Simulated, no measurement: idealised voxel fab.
process module | voxel wiring stack
cross-section cut | 155 nm wide | cells 5 nm
A cross-section is a grid of square cells, given in bands from the top down. A band is one or more rows of cells.
Each band's line starts with the height of the band's top and of its bottom, in nm. Then come its materials from left to right, each with its width in nm. One material with "throughout" fills the band from edge to edge. "air" is empty space.
Height 0 is the level under which the wafer as received is all one material. The lowest band goes on downwards, as in "0 down".
A width such as "30 to 40" changes by the same amount from each row of cells to the next, from the band's top row to its bottom row.
"no change" after a step means that no cell of the cross-section changed.
closed voids: empty space of 8 cells or more with no open way to the top, each as width x height at its distance from the left edge, in nm
after a step's settings: what the simulator itself notes on the step
overlay nm, on a step with a mask: how far to the right of its planned place the mask lay; to the left if negative
Each pair below shows a cross-section before one step and the cross-section after it, down to the lowest band that changed. The line under each pair gives the step between them, with its settings. The pairs can come from different runs of this module on the same starting wafer, so a pair continues from the pair above only where its "before" says so.
before
  185 to 155: resist 25 | air 20 | resist 20 | air 20 | resist 20 | air 20 | resist 30
  155 to 145: aC 30 | air 5 | aC 35 | air 5 | aC 35 | air 5 | aC 40
  145 to 140: lowk 30 | air 5 | lowk 35 | air 5 | lowk 35 | air 5 | lowk 40
  140 to 130: lowk 30 | aC 5 | lowk 35 | aC 5 | lowk 35 | aC 5 | lowk 40
  130 to 125: SiCN 30 | lowk 5 | SiCN 35 | lowk 5 | SiCN 35 | lowk 5 | SiCN 40
  125 to 115: SiO2 25 | SiCN 5 | lowk 5 | SiCN 5 | SiO2 25 | SiCN 5 | lowk 5 | SiCN 5 | SiO2 25 | SiCN 5 | lowk 5 | SiCN 5 | SiO2 35
  115 to 110: SiO2 25 | SiCN 15 | SiO2 25 | SiCN 15 | SiO2 25 | SiCN 15 | SiO2 35
  110 to 95: SiO2 throughout
  95 to 90: SiCN throughout
  90 to 65: SiO2 25 | TiN 5 | W 10 | TiN 5 | SiO2 20 | TiN 5 | W 10 | TiN 5 | SiO2 20 | TiN 5 | W 10 | TiN 5 | SiO2 30
  65 to 60: SiCN 25 | TiN 20 | SiCN 20 | TiN 20 | SiCN 20 | TiN 20 | SiCN 30
  60 to 45: lowk 25 | Ru 15 | lowk 25 | Ru 15 | lowk 25 | Ru 15 | lowk 35
  45 to 40: SiCN 25 | Ru 15 | SiCN 25 | Ru 15 | SiCN 25 | Ru 15 | SiCN 35
  40 to 20: lowk 25 | TiN 5 | W 10 | TiN 5 | lowk 20 | TiN 5 | W 10 | TiN 5 | lowk 20 | TiN 5 | W 10 | TiN 5 | lowk 30
  20 to 15: SiCN 25 | TiN 20 | SiCN 20 | TiN 20 | SiCN 20 | TiN 20 | SiCN 30
  15 to 0: SiO2 throughout
  0 down: Si throughout
  closed voids: none
after
  175 to 155: resist 25 | air 20 | resist 20 | air 20 | resist 20 | air 20 | resist 30
  155 to 145: aC 25 | air 20 | aC 20 | air 20 | aC 20 | air 20 | aC 30
  145 to 130: lowk 30 | air 5 | lowk 35 | air 5 | lowk 35 | air 5 | lowk 40
  below 130: unchanged
  closed voids: none
the step between: op DIRECTIONAL_ETCH | etch materials aC | depth nm 10
before: the cross-section after the pair above
after
  155 to 145: aC 25 | air 20 | aC 20 | air 20 | aC 20 | air 20 | aC 30
  below 145: unchanged
  closed voids: none
the step between: op STRIP | etch materials resist
before: the cross-section after the pair above
after
  155 to 145: aC 25 | air 20 | aC 20 | air 20 | aC 20 | air 20 | aC 30
  145 to 130: lowk 25 | air 20 | lowk 20 | air 20 | lowk 20 | air 20 | lowk 30
  130 to 125: SiCN 30 | air 5 | SiCN 35 | air 5 | SiCN 35 | air 5 | SiCN 40
  125 to 115: SiO2 25 | SiCN 5 | air 5 | SiCN 5 | SiO2 25 | SiCN 5 | air 5 | SiCN 5 | SiO2 25 | SiCN 5 | air 5 | SiCN 5 | SiO2 35
  below 115: unchanged
  closed voids: none
the step between: op DIRECTIONAL_ETCH | etch materials lowk | depth nm 15
before: the cross-section after the pair above
after
  155 to 145: aC 25 | air 20 | aC 20 | air 20 | aC 20 | air 20 | aC 30
  145 to 130: lowk 25 | air 20 | lowk 20 | air 20 | lowk 20 | air 20 | lowk 30
  130 to 125: SiCN 25 | air 20 | SiCN 20 | air 20 | SiCN 20 | air 20 | SiCN 30
  125 to 110: SiO2 25 | SiCN 5 | air 5 | SiCN 5 | SiO2 25 | SiCN 5 | air 5 | SiCN 5 | SiO2 25 | SiCN 5 | air 5 | SiCN 5 | SiO2 35
  below 110: unchanged
  closed voids: none
the step between: op DIRECTIONAL_ETCH | etch materials SiCN | depth nm 5
before: the cross-section after the pair above
after
  145 to 130: lowk 25 | air 20 | lowk 20 | air 20 | lowk 20 | air 20 | lowk 30
  below 130: unchanged
  closed voids: none
the step between: op STRIP | etch materials aC
before: the cross-section after the pair above
after
  150 to 145: TiN 30 | air 10 | TiN 30 | air 10 | TiN 30 | air 10 | TiN 35
  145 to 130: lowk 25 | TiN 5 | air 10 | TiN 5 | lowk 20 | TiN 5 | air 10 | TiN 5 | lowk 20 | TiN 5 | air 10 | TiN 5 | lowk 30
  130 to 125: SiCN 25 | TiN 20 | SiCN 20 | TiN 20 | SiCN 20 | TiN 20 | SiCN 30
  125 to 110: SiO2 25 | SiCN 5 | TiN 5 | SiCN 5 | SiO2 25 | SiCN 5 | TiN 5 | SiCN 5 | SiO2 25 | SiCN 5 | TiN 5 | SiCN 5 | SiO2 35
  below 110: unchanged
  closed voids: none
the step between: op CONFORMAL_DEP | material TiN | thk nm 5
before: the cross-section after the pair above
after
  155 to 150: Cu throughout
  150 to 145: TiN 30 | Cu 10 | TiN 30 | Cu 10 | TiN 30 | Cu 10 | TiN 35
  145 to 130: lowk 25 | TiN 5 | Cu 10 | TiN 5 | lowk 20 | TiN 5 | Cu 10 | TiN 5 | lowk 20 | TiN 5 | Cu 10 | TiN 5 | lowk 30
  below 130: unchanged
  closed voids: none
the step between: op FILL_DEP | material Cu | thk nm 5
before: the cross-section after the pair above
after
  130 to 125: SiCN 25 | TiN 20 | SiCN 20 | TiN 20 | SiCN 20 | TiN 20 | SiCN 30
  below 125: unchanged
  closed voids: none
the step between: op CMP | height nm 130
before: the cross-section after the pair above
after
  135 to 130: air 20 | Ru 30 | air 10 | Ru 30 | air 10 | Ru 30 | air 25
  below 130: unchanged
  closed voids: none
the step between: op EPI | material Ru | thk nm 5
before: the cross-section after the pair above
after
  140 to 135: SiCN throughout
  135 to 130: SiCN 20 | Ru 30 | SiCN 10 | Ru 30 | SiCN 10 | Ru 30 | SiCN 25
  below 130: unchanged
  closed voids: none
the step between: op FILL_DEP | material SiCN | thk nm 5
before
  90 to 65: SiO2 25 | TiN 5 | W 10 | TiN 5 | SiO2 20 | TiN 5 | W 10 | TiN 5 | SiO2 20 | TiN 5 | W 10 | TiN 5 | SiO2 30
  65 to 60: SiCN 25 | TiN 20 | SiCN 20 | TiN 20 | SiCN 20 | TiN 20 | SiCN 30
  60 to 45: lowk 25 | Ru 15 | lowk 25 | Ru 15 | lowk 25 | Ru 15 | lowk 35
  45 to 40: SiCN 25 | Ru 15 | SiCN 25 | Ru 15 | SiCN 25 | Ru 15 | SiCN 35
  40 to 20: lowk 25 | TiN 5 | W 10 | TiN 5 | lowk 20 | TiN 5 | W 10 | TiN 5 | lowk 20 | TiN 5 | W 10 | TiN 5 | lowk 30
  20 to 15: SiCN 25 | TiN 20 | SiCN 20 | TiN 20 | SiCN 20 | TiN 20 | SiCN 30
  15 to 0: SiO2 throughout
  0 down: Si throughout
  closed voids: none
after
  105 to 90: SiO2 throughout
  below 90: unchanged
  closed voids: none
the step between: op DIRECTIONAL_DEP | material SiO2 | thk nm 15
before: the cross-section after the pair above
after
  110 to 105: SiCN throughout
  below 105: unchanged
  closed voids: none
the step between: op CONFORMAL_DEP | material SiCN | thk nm 5
before: the cross-section after the pair above
after
  110 to 105: SiCN 25 | air 15 | SiCN 25 | air 15 | SiCN 25 | air 15 | SiCN 35
  below 105: unchanged
  closed voids: none
the step between: op MASKED_ETCH | tone open | mask id PLUG_2 | width nm 15 | pitch nm 40 | etch materials SiCN | depth nm 5 | overlay nm 0
before: the cross-section after the pair above
after
  115 to 110: SiCN 30 | air 5 | SiCN 35 | air 5 | SiCN 35 | air 5 | SiCN 40
  110 to 105: SiCN throughout
  below 105: unchanged
  closed voids: none
the step between: op CONFORMAL_DEP | material SiCN | thk nm 5
before: the cross-section after the pair above
after
  130 to 125: lowk 30 | air 5 | lowk 35 | air 5 | lowk 35 | air 5 | lowk 40
  125 to 115: lowk throughout
  115 to 110: SiCN 30 | lowk 5 | SiCN 35 | lowk 5 | SiCN 35 | lowk 5 | SiCN 40
  below 110: unchanged
  closed voids: none
the step between: op DIRECTIONAL_DEP | material lowk | thk nm 15
before: the cross-section after the pair above
after
  140 to 135: aC 30 | air 5 | aC 35 | air 5 | aC 35 | air 5 | aC 40
  135 to 130: aC throughout
  130 to 125: lowk 30 | aC 5 | lowk 35 | aC 5 | lowk 35 | aC 5 | lowk 40
  below 125: unchanged
  closed voids: none
the step between: op DIRECTIONAL_DEP | material aC | thk nm 10
before: the cross-section after the pair above
after
  170 to 140: resist 25 | air 20 | resist 20 | air 20 | resist 20 | air 20 | resist 30
  below 140: unchanged
  closed voids: none
the step between: op PATTERN | tone open | mask id METAL_3 | material resist | width nm 20 | pitch nm 40 | thk nm 30 | overlay nm 0
before: the cross-section after the pair above
after
  160 to 140: resist 25 | air 20 | resist 20 | air 20 | resist 20 | air 20 | resist 30
  140 to 130: aC 25 | air 20 | aC 20 | air 20 | aC 20 | air 20 | aC 30
  130 to 125: lowk 30 | air 5 | lowk 35 | air 5 | lowk 35 | air 5 | lowk 40
  below 125: unchanged
  closed voids: none
the step between: op DIRECTIONAL_ETCH | etch materials aC | depth nm 10
before: the cross-section after the pair above
after
  140 to 130: aC 25 | air 20 | aC 20 | air 20 | aC 20 | air 20 | aC 30
  below 130: unchanged
  closed voids: none
the step between: op STRIP | etch materials resist
before: the cross-section after the pair above
after
  140 to 130: aC 25 | air 20 | aC 20 | air 20 | aC 20 | air 20 | aC 30
  130 to 115: lowk 25 | air 20 | lowk 20 | air 20 | lowk 20 | air 20 | lowk 30
  115 to 110: SiCN 30 | air 5 | SiCN 35 | air 5 | SiCN 35 | air 5 | SiCN 40
  below 110: unchanged
  closed voids: none
the step between: op DIRECTIONAL_ETCH | etch materials lowk | depth nm 15
before: the cross-section after the pair above
after
  140 to 130: aC 25 | air 20 | aC 20 | air 20 | aC 20 | air 20 | aC 30
  130 to 115: lowk 25 | air 20 | lowk 20 | air 20 | lowk 20 | air 20 | lowk 30
  115 to 105: SiCN 25 to 30 | air 20 to 5 | SiCN 20 to 35 | air 20 to 5 | SiCN 20 to 35 | air 20 to 5 | SiCN 30 to 40
  below 105: unchanged
  closed voids: none
the step between: op DIRECTIONAL_ETCH | etch materials SiCN | depth nm 5
before: the cross-section after the pair above
after
  130 to 115: lowk 25 | air 20 | lowk 20 | air 20 | lowk 20 | air 20 | lowk 30
  below 115: unchanged
  closed voids: none
the step between: op STRIP | etch materials aC
before: the cross-section after the pair above
after
  135 to 130: TiN 30 | air 10 | TiN 30 | air 10 | TiN 30 | air 10 | TiN 35
  130 to 115: lowk 25 | TiN 5 | air 10 | TiN 5 | lowk 20 | TiN 5 | air 10 | TiN 5 | lowk 20 | TiN 5 | air 10 | TiN 5 | lowk 30
  115 to 105: SiCN 25 to 30 | TiN 20 to 5 | SiCN 20 to 35 | TiN 20 to 5 | SiCN 20 to 35 | TiN 20 to 5 | SiCN 30 to 40
  below 105: unchanged
  closed voids: none
the step between: op CONFORMAL_DEP | material TiN | thk nm 5
before: the cross-section after the pair above
after
  140 to 135: Cu throughout
  135 to 130: TiN 30 | Cu 10 | TiN 30 | Cu 10 | TiN 30 | Cu 10 | TiN 35
  130 to 115: lowk 25 | TiN 5 | Cu 10 | TiN 5 | lowk 20 | TiN 5 | Cu 10 | TiN 5 | lowk 20 | TiN 5 | Cu 10 | TiN 5 | lowk 30
  below 115: unchanged
  closed voids: none
the step between: op FILL_DEP | material Cu | thk nm 5
before: the cross-section after the pair above
after
  130 to 115: lowk 25 | TiN 5 | Cu 10 | TiN 5 | lowk 20 | TiN 5 | Cu 10 | TiN 5 | lowk 20 | TiN 5 | Cu 10 | TiN 5 | lowk 30
  below 115: unchanged
  closed voids: none
the step between: op CMP | height nm 130
before: the cross-section after the pair above
after
  135 to 130: air 20 | Ru 30 | air 10 | Ru 30 | air 10 | Ru 30 | air 25
  below 130: unchanged
  closed voids: none
the step between: op EPI | material Ru | thk nm 5
before: the cross-section after the pair above
after
  140 to 135: SiCN throughout
  135 to 130: SiCN 20 | Ru 30 | SiCN 10 | Ru 30 | SiCN 10 | Ru 30 | SiCN 25
  below 130: unchanged
  closed voids: none
the step between: op FILL_DEP | material SiCN | thk nm 5
before
  110 to 95: SiO2 25 | Ru 15 | SiO2 25 | Ru 15 | SiO2 25 | Ru 15 | SiO2 35
  95 to 90: SiCN 25 | Ru 15 | SiCN 25 | Ru 15 | SiCN 25 | Ru 15 | SiCN 35
  90 to 65: SiO2 25 | TiN 5 | W 10 | TiN 5 | SiO2 20 | TiN 5 | W 10 | TiN 5 | SiO2 20 | TiN 5 | W 10 | TiN 5 | SiO2 30
  65 to 60: SiCN 25 | TiN 20 | SiCN 20 | TiN 20 | SiCN 20 | TiN 20 | SiCN 30
  60 to 45: lowk 25 | Ru 15 | lowk 25 | Ru 15 | lowk 25 | Ru 15 | lowk 35
  45 to 40: SiCN 25 | Ru 15 | SiCN 25 | Ru 15 | SiCN 25 | Ru 15 | SiCN 35
  40 to 20: lowk 25 | TiN 5 | W 10 | TiN 5 | lowk 20 | TiN 5 | W 10 | TiN 5 | lowk 20 | TiN 5 | W 10 | TiN 5 | lowk 30
  20 to 15: SiCN 25 | TiN 20 | SiCN 20 | TiN 20 | SiCN 20 | TiN 20 | SiCN 30
  15 to 0: SiO2 throughout
  0 down: Si throughout
  closed voids: none
after
  125 to 110: SiCN throughout
  below 110: unchanged
  closed voids: none
the step between: op CONFORMAL_DEP | material SiCN | thk nm 15
before: the cross-section after the pair above
after
  140 to 125: lowk throughout
  below 125: unchanged
  closed voids: none
the step between: op DIRECTIONAL_DEP | material lowk | thk nm 15
before: the cross-section after the pair above
after
  150 to 140: aC throughout
  below 140: unchanged
  closed voids: none
the step between: op DIRECTIONAL_DEP | material aC | thk nm 10
before: the cross-section after the pair above
after
  180 to 150: resist 25 | air 20 | resist 20 | air 20 | resist 20 | air 20 | resist 30
  below 150: unchanged
  closed voids: none
the step between: op PATTERN | tone open | mask id METAL_3 | material resist | width nm 20 | pitch nm 40 | thk nm 30 | overlay nm 0
before: the cross-section after the pair above
after
  170 to 150: resist 25 | air 20 | resist 20 | air 20 | resist 20 | air 20 | resist 30
  150 to 140: aC 25 | air 20 | aC 20 | air 20 | aC 20 | air 20 | aC 30
  below 140: unchanged
  closed voids: none
the step between: op DIRECTIONAL_ETCH | etch materials aC | depth nm 10
before: the cross-section after the pair above
after
  150 to 140: aC 25 | air 20 | aC 20 | air 20 | aC 20 | air 20 | aC 30
  below 140: unchanged
  closed voids: none
the step between: op STRIP | etch materials resist
before: the cross-section after the pair above
after
  150 to 140: aC 25 | air 20 | aC 20 | air 20 | aC 20 | air 20 | aC 30
  140 to 125: lowk 25 | air 20 | lowk 20 | air 20 | lowk 20 | air 20 | lowk 30
  below 125: unchanged
  closed voids: none
the step between: op DIRECTIONAL_ETCH | etch materials lowk | depth nm 15
before: the cross-section after the pair above
after
  150 to 140: aC 25 | air 20 | aC 20 | air 20 | aC 20 | air 20 | aC 30
  140 to 125: lowk 25 | air 20 | lowk 20 | air 20 | lowk 20 | air 20 | lowk 30
  125 to 120: SiCN 25 | air 20 | SiCN 20 | air 20 | SiCN 20 | air 20 | SiCN 30
  below 120: unchanged
  closed voids: none
the step between: op DIRECTIONAL_ETCH | etch materials SiCN | depth nm 5
before: the cross-section after the pair above
after
  140 to 125: lowk 25 | air 20 | lowk 20 | air 20 | lowk 20 | air 20 | lowk 30
  below 125: unchanged
  closed voids: none
the step between: op STRIP | etch materials aC
before: the cross-section after the pair above
after
  145 to 140: TiN 30 | air 10 | TiN 30 | air 10 | TiN 30 | air 10 | TiN 35
  140 to 125: lowk 25 | TiN 5 | air 10 | TiN 5 | lowk 20 | TiN 5 | air 10 | TiN 5 | lowk 20 | TiN 5 | air 10 | TiN 5 | lowk 30
  125 to 120: SiCN 25 | TiN 20 | SiCN 20 | TiN 20 | SiCN 20 | TiN 20 | SiCN 30
  below 120: unchanged
  closed voids: none
the step between: op CONFORMAL_DEP | material TiN | thk nm 5
before: the cross-section after the pair above
after
  150 to 145: Cu throughout
  145 to 140: TiN 30 | Cu 10 | TiN 30 | Cu 10 | TiN 30 | Cu 10 | TiN 35
  140 to 125: lowk 25 | TiN 5 | Cu 10 | TiN 5 | lowk 20 | TiN 5 | Cu 10 | TiN 5 | lowk 20 | TiN 5 | Cu 10 | TiN 5 | lowk 30
  below 125: unchanged
  closed voids: none
the step between: op FILL_DEP | material Cu | thk nm 5
before: the cross-section after the pair above
after
  130 to 125: lowk 25 | TiN 5 | Cu 10 | TiN 5 | lowk 20 | TiN 5 | Cu 10 | TiN 5 | lowk 20 | TiN 5 | Cu 10 | TiN 5 | lowk 30
  below 125: unchanged
  closed voids: none
the step between: op CMP | height nm 130
before: the cross-section after the pair above
after
  135 to 130: air 20 | Ru 30 | air 10 | Ru 30 | air 10 | Ru 30 | air 25
  below 130: unchanged
  closed voids: none
the step between: op EPI | material Ru | thk nm 5
before: the cross-section after the pair above
after
  140 to 135: SiCN throughout
  135 to 130: SiCN 20 | Ru 30 | SiCN 10 | Ru 30 | SiCN 10 | Ru 30 | SiCN 25
  below 130: unchanged
  closed voids: none
the step between: op FILL_DEP | material SiCN | thk nm 5
before
  40 to 20: lowk throughout
  20 to 15: SiCN throughout
  15 to 0: SiO2 throughout
  0 down: Si throughout
  closed voids: none
after
  60 to 40: resist 30 | air 15 | resist 25 | air 15 | resist 25 | air 15 | resist 30
  below 40: unchanged
  closed voids: none
the step between: op PATTERN | tone open | mask id METAL_1 | material resist | width nm 15 | pitch nm 40 | thk nm 20 | overlay nm 0
before: the cross-section after the pair above
after
  60 to 40: resist 30 | air 15 | resist 25 | air 15 | resist 25 | air 15 | resist 30
  40 to 20: lowk 30 | air 15 | lowk 25 | air 15 | lowk 25 | air 15 | lowk 30
  below 20: unchanged
  closed voids: none
the step between: op DIRECTIONAL_ETCH | etch materials lowk | depth nm 20
before: the cross-section after the pair above
after
  60 to 40: resist 30 | air 15 | resist 25 | air 15 | resist 25 | air 15 | resist 30
  40 to 20: lowk 30 | air 15 | lowk 25 | air 15 | lowk 25 | air 15 | lowk 30
  20 to 15: SiCN 30 | air 15 | SiCN 25 | air 15 | SiCN 25 | air 15 | SiCN 30
  below 15: unchanged
  closed voids: none
the step between: op DIRECTIONAL_ETCH | etch materials SiCN | depth nm 5
before: the cross-section after the pair above
after
  40 to 20: lowk 30 | air 15 | lowk 25 | air 15 | lowk 25 | air 15 | lowk 30
  below 20: unchanged
  closed voids: none
the step between: op STRIP | etch materials resist
before: the cross-section after the pair above
after
  45 to 40: TiN 35 | air 5 | TiN 35 | air 5 | TiN 35 | air 5 | TiN 35
  40 to 20: lowk 30 | TiN 5 | air 5 | TiN 5 | lowk 25 | TiN 5 | air 5 | TiN 5 | lowk 25 | TiN 5 | air 5 | TiN 5 | lowk 30
  20 to 15: SiCN 30 | TiN 15 | SiCN 25 | TiN 15 | SiCN 25 | TiN 15 | SiCN 30
  below 15: unchanged
  closed voids: none
the step between: op CONFORMAL_DEP | material TiN | thk nm 5
before: the cross-section after the pair above
after
  55 to 45: W throughout
  45 to 40: TiN 35 | W 5 | TiN 35 | W 5 | TiN 35 | W 5 | TiN 35
  40 to 20: lowk 30 | TiN 5 | W 5 | TiN 5 | lowk 25 | TiN 5 | W 5 | TiN 5 | lowk 25 | TiN 5 | W 5 | TiN 5 | lowk 30
  below 20: unchanged
  closed voids: none
the step between: op FILL_DEP | material W | thk nm 10
before: the cross-section after the pair above
after
  40 to 20: lowk 30 | TiN 5 | W 5 | TiN 5 | lowk 25 | TiN 5 | W 5 | TiN 5 | lowk 25 | TiN 5 | W 5 | TiN 5 | lowk 30
  below 20: unchanged
  closed voids: none
the step between: op CMP | height nm 40
before: the cross-section after the pair above
after
  45 to 40: SiCN throughout
  below 40: unchanged
  closed voids: none
the step between: op CONFORMAL_DEP | material SiCN | thk nm 5
before: the cross-section after the pair above
after
  60 to 45: lowk throughout
  below 45: unchanged
  closed voids: none
the step between: op DIRECTIONAL_DEP | material lowk | thk nm 15
before: the cross-section after the pair above
after
  60 to 45: lowk 25 | air 15 | lowk 25 | air 15 | lowk 25 | air 15 | lowk 35
  below 45: unchanged
  closed voids: none
the step between: op MASKED_ETCH | tone open | mask id PLUG_1 | width nm 15 | pitch nm 40 | etch materials lowk | depth nm 15 | overlay nm 0
before: the cross-section after the pair above
after
  60 to 45: lowk 25 | air 15 | lowk 25 | air 15 | lowk 25 | air 15 | lowk 35
  45 to 40: SiCN 25 | air 15 | SiCN 25 | air 15 | SiCN 25 | air 15 | SiCN 35
  below 40: unchanged
  closed voids: none
the step between: op MASKED_ETCH | tone open | mask id PLUG_1 | width nm 15 | pitch nm 40 | etch materials SiCN | depth nm 5 | overlay nm 0
before: the cross-section after the pair above
after
  60 to 50: lowk 25 | air 15 | lowk 25 | air 15 | lowk 25 | air 15 | lowk 35
  50 to 45: lowk 25 | Ru 15 | lowk 25 | Ru 15 | lowk 25 | Ru 15 | lowk 35
  45 to 40: SiCN 25 | Ru 15 | SiCN 25 | Ru 15 | SiCN 25 | Ru 15 | SiCN 35
  below 40: unchanged
  closed voids: none
the step between: op EPI | material Ru | thk nm 10
before: the cross-section after the pair above
after
  60 to 45: lowk 25 | Ru 15 | lowk 25 | Ru 15 | lowk 25 | Ru 15 | lowk 35
  below 45: unchanged
  closed voids: none
the step between: op EPI | material Ru | thk nm 10
before: the cross-section after the pair above
after
  65 to 60: SiCN throughout
  below 60: unchanged
  closed voids: none
the step between: op CONFORMAL_DEP | material SiCN | thk nm 5
before: the cross-section after the pair above
after
  90 to 65: SiO2 throughout
  below 65: unchanged
  closed voids: none
the step between: op DIRECTIONAL_DEP | material SiO2 | thk nm 25
before: the cross-section after the pair above
after
  100 to 90: aC throughout
  below 90: unchanged
  closed voids: none
the step between: op DIRECTIONAL_DEP | material aC | thk nm 10
before: the cross-section after the pair above
after
  125 to 100: resist 25 | air 20 | resist 20 | air 20 | resist 20 | air 20 | resist 30
  below 100: unchanged
  closed voids: none
the step between: op PATTERN | tone open | mask id METAL_2 | material resist | width nm 20 | pitch nm 40 | thk nm 25 | overlay nm 0
before: the cross-section after the pair above
after
  115 to 100: resist 25 | air 20 | resist 20 | air 20 | resist 20 | air 20 | resist 30
  100 to 90: aC 25 | air 20 | aC 20 | air 20 | aC 20 | air 20 | aC 30
  below 90: unchanged
  closed voids: none
the step between: op DIRECTIONAL_ETCH | etch materials aC | depth nm 10
before: the cross-section after the pair above
after
  100 to 90: aC 25 | air 20 | aC 20 | air 20 | aC 20 | air 20 | aC 30
  below 90: unchanged
  closed voids: none
the step between: op STRIP | etch materials resist
before: the cross-section after the pair above
after
  100 to 90: aC 25 | air 20 | aC 20 | air 20 | aC 20 | air 20 | aC 30
  90 to 65: SiO2 25 | air 20 | SiO2 20 | air 20 | SiO2 20 | air 20 | SiO2 30
  below 65: unchanged
  closed voids: none
the step between: op DIRECTIONAL_ETCH | etch materials SiO2 | depth nm 25
before: the cross-section after the pair above
after
  100 to 90: aC 25 | air 20 | aC 20 | air 20 | aC 20 | air 20 | aC 30
  90 to 65: SiO2 25 | air 20 | SiO2 20 | air 20 | SiO2 20 | air 20 | SiO2 30
  65 to 60: SiCN 25 | air 20 | SiCN 20 | air 20 | SiCN 20 | air 20 | SiCN 30
  below 60: unchanged
  closed voids: none
the step between: op DIRECTIONAL_ETCH | etch materials SiCN | depth nm 5
before: the cross-section after the pair above
after
  90 to 65: SiO2 25 | air 20 | SiO2 20 | air 20 | SiO2 20 | air 20 | SiO2 30
  below 65: unchanged
  closed voids: none
the step between: op STRIP | etch materials aC
before: the cross-section after the pair above
after
  95 to 90: TiN 30 | air 10 | TiN 30 | air 10 | TiN 30 | air 10 | TiN 35
  90 to 65: SiO2 25 | TiN 5 | air 10 | TiN 5 | SiO2 20 | TiN 5 | air 10 | TiN 5 | SiO2 20 | TiN 5 | air 10 | TiN 5 | SiO2 30
  65 to 60: SiCN 25 | TiN 20 | SiCN 20 | TiN 20 | SiCN 20 | TiN 20 | SiCN 30
  below 60: unchanged
  closed voids: none
the step between: op CONFORMAL_DEP | material TiN | thk nm 5
before: the cross-section after the pair above
after
  105 to 95: W throughout
  95 to 90: TiN 30 | W 10 | TiN 30 | W 10 | TiN 30 | W 10 | TiN 35
  90 to 65: SiO2 25 | TiN 5 | W 10 | TiN 5 | SiO2 20 | TiN 5 | W 10 | TiN 5 | SiO2 20 | TiN 5 | W 10 | TiN 5 | SiO2 30
  below 65: unchanged
  closed voids: none
the step between: op FILL_DEP | material W | thk nm 10
before: the cross-section after the pair above
after
  90 to 65: SiO2 25 | TiN 5 | W 10 | TiN 5 | SiO2 20 | TiN 5 | W 10 | TiN 5 | SiO2 20 | TiN 5 | W 10 | TiN 5 | SiO2 30
  below 65: unchanged
  closed voids: none
the step between: op CMP | height nm 90
before: the cross-section after the pair above
after
  95 to 90: SiCN throughout
  below 90: unchanged
  closed voids: none
the step between: op CONFORMAL_DEP | material SiCN | thk nm 5
before: the cross-section after the pair above
after
  110 to 95: SiO2 throughout
  below 95: unchanged
  closed voids: none
the step between: op DIRECTIONAL_DEP | material SiO2 | thk nm 15
before: the cross-section after the pair above
after
  110 to 95: SiO2 25 | air 15 | SiO2 25 | air 15 | SiO2 25 | air 15 | SiO2 35
  below 95: unchanged
  closed voids: none
the step between: op MASKED_ETCH | tone open | mask id PLUG_2 | width nm 15 | pitch nm 40 | etch materials SiO2 | depth nm 15 | overlay nm 0
before: the cross-section after the pair above
after
  110 to 95: SiO2 25 | air 15 | SiO2 25 | air 15 | SiO2 25 | air 15 | SiO2 35
  95 to 90: SiCN 25 | air 15 | SiCN 25 | air 15 | SiCN 25 | air 15 | SiCN 35
  below 90: unchanged
  closed voids: none
the step between: op MASKED_ETCH | tone open | mask id PLUG_2 | width nm 15 | pitch nm 40 | etch materials SiCN | depth nm 5 | overlay nm 0
before: the cross-section after the pair above
after
  110 to 100: SiO2 25 | air 15 | SiO2 25 | air 15 | SiO2 25 | air 15 | SiO2 35
  100 to 95: SiO2 25 | Ru 15 | SiO2 25 | Ru 15 | SiO2 25 | Ru 15 | SiO2 35
  95 to 90: SiCN 25 | Ru 15 | SiCN 25 | Ru 15 | SiCN 25 | Ru 15 | SiCN 35
  below 90: unchanged
  closed voids: none
the step between: op EPI | material Ru | thk nm 10
before: the cross-section after the pair above
after
  110 to 95: SiO2 25 | Ru 15 | SiO2 25 | Ru 15 | SiO2 25 | Ru 15 | SiO2 35
  below 95: unchanged
  closed voids: none
the step between: op EPI | material Ru | thk nm 10
before: the cross-section after the pair above
after
  115 to 110: SiCN throughout
  below 110: unchanged
  closed voids: none
the step between: op CONFORMAL_DEP | material SiCN | thk nm 5
before: the cross-section after the pair above
after
  130 to 115: lowk throughout
  below 115: unchanged
  closed voids: none
the step between: op DIRECTIONAL_DEP | material lowk | thk nm 15
before: the cross-section after the pair above
after
  140 to 130: aC throughout
  below 130: unchanged
  closed voids: none
the step between: op DIRECTIONAL_DEP | material aC | thk nm 10
before: the cross-section after the pair above
after
  170 to 140: resist 25 | air 20 | resist 20 | air 20 | resist 20 | air 20 | resist 30
  below 140: unchanged
  closed voids: none
the step between: op PATTERN | tone open | mask id METAL_3 | material resist | width nm 20 | pitch nm 40 | thk nm 30 | overlay nm 0
before: the cross-section after the pair above
after
  160 to 140: resist 25 | air 20 | resist 20 | air 20 | resist 20 | air 20 | resist 30
  140 to 130: aC 25 | air 20 | aC 20 | air 20 | aC 20 | air 20 | aC 30
  below 130: unchanged
  closed voids: none
the step between: op DIRECTIONAL_ETCH | etch materials aC | depth nm 10
before: the cross-section after the pair above
after
  140 to 130: aC 25 | air 20 | aC 20 | air 20 | aC 20 | air 20 | aC 30
  below 130: unchanged
  closed voids: none
the step between: op STRIP | etch materials resist
before: the cross-section after the pair above
after
  140 to 130: aC 25 | air 20 | aC 20 | air 20 | aC 20 | air 20 | aC 30
  130 to 115: lowk 25 | air 20 | lowk 20 | air 20 | lowk 20 | air 20 | lowk 30
  below 115: unchanged
  closed voids: none
the step between: op DIRECTIONAL_ETCH | etch materials lowk | depth nm 15
before: the cross-section after the pair above
after
  140 to 130: aC 25 | air 20 | aC 20 | air 20 | aC 20 | air 20 | aC 30
  130 to 115: lowk 25 | air 20 | lowk 20 | air 20 | lowk 20 | air 20 | lowk 30
  115 to 110: SiCN 25 | air 20 | SiCN 20 | air 20 | SiCN 20 | air 20 | SiCN 30
  below 110: unchanged
  closed voids: none
the step between: op DIRECTIONAL_ETCH | etch materials SiCN | depth nm 5
before: the cross-section after the pair above
after
  130 to 115: lowk 25 | air 20 | lowk 20 | air 20 | lowk 20 | air 20 | lowk 30
  below 115: unchanged
  closed voids: none
the step between: op STRIP | etch materials aC
before: the cross-section after the pair above
after
  135 to 130: TiN 30 | air 10 | TiN 30 | air 10 | TiN 30 | air 10 | TiN 35
  130 to 115: lowk 25 | TiN 5 | air 10 | TiN 5 | lowk 20 | TiN 5 | air 10 | TiN 5 | lowk 20 | TiN 5 | air 10 | TiN 5 | lowk 30
  115 to 110: SiCN 25 | TiN 20 | SiCN 20 | TiN 20 | SiCN 20 | TiN 20 | SiCN 30
  below 110: unchanged
  closed voids: none
the step between: op CONFORMAL_DEP | material TiN | thk nm 5
before: the cross-section after the pair above
after
  140 to 135: Cu throughout
  135 to 130: TiN 30 | Cu 10 | TiN 30 | Cu 10 | TiN 30 | Cu 10 | TiN 35
  130 to 115: lowk 25 | TiN 5 | Cu 10 | TiN 5 | lowk 20 | TiN 5 | Cu 10 | TiN 5 | lowk 20 | TiN 5 | Cu 10 | TiN 5 | lowk 30
  below 115: unchanged
  closed voids: none
the step between: op FILL_DEP | material Cu | thk nm 5
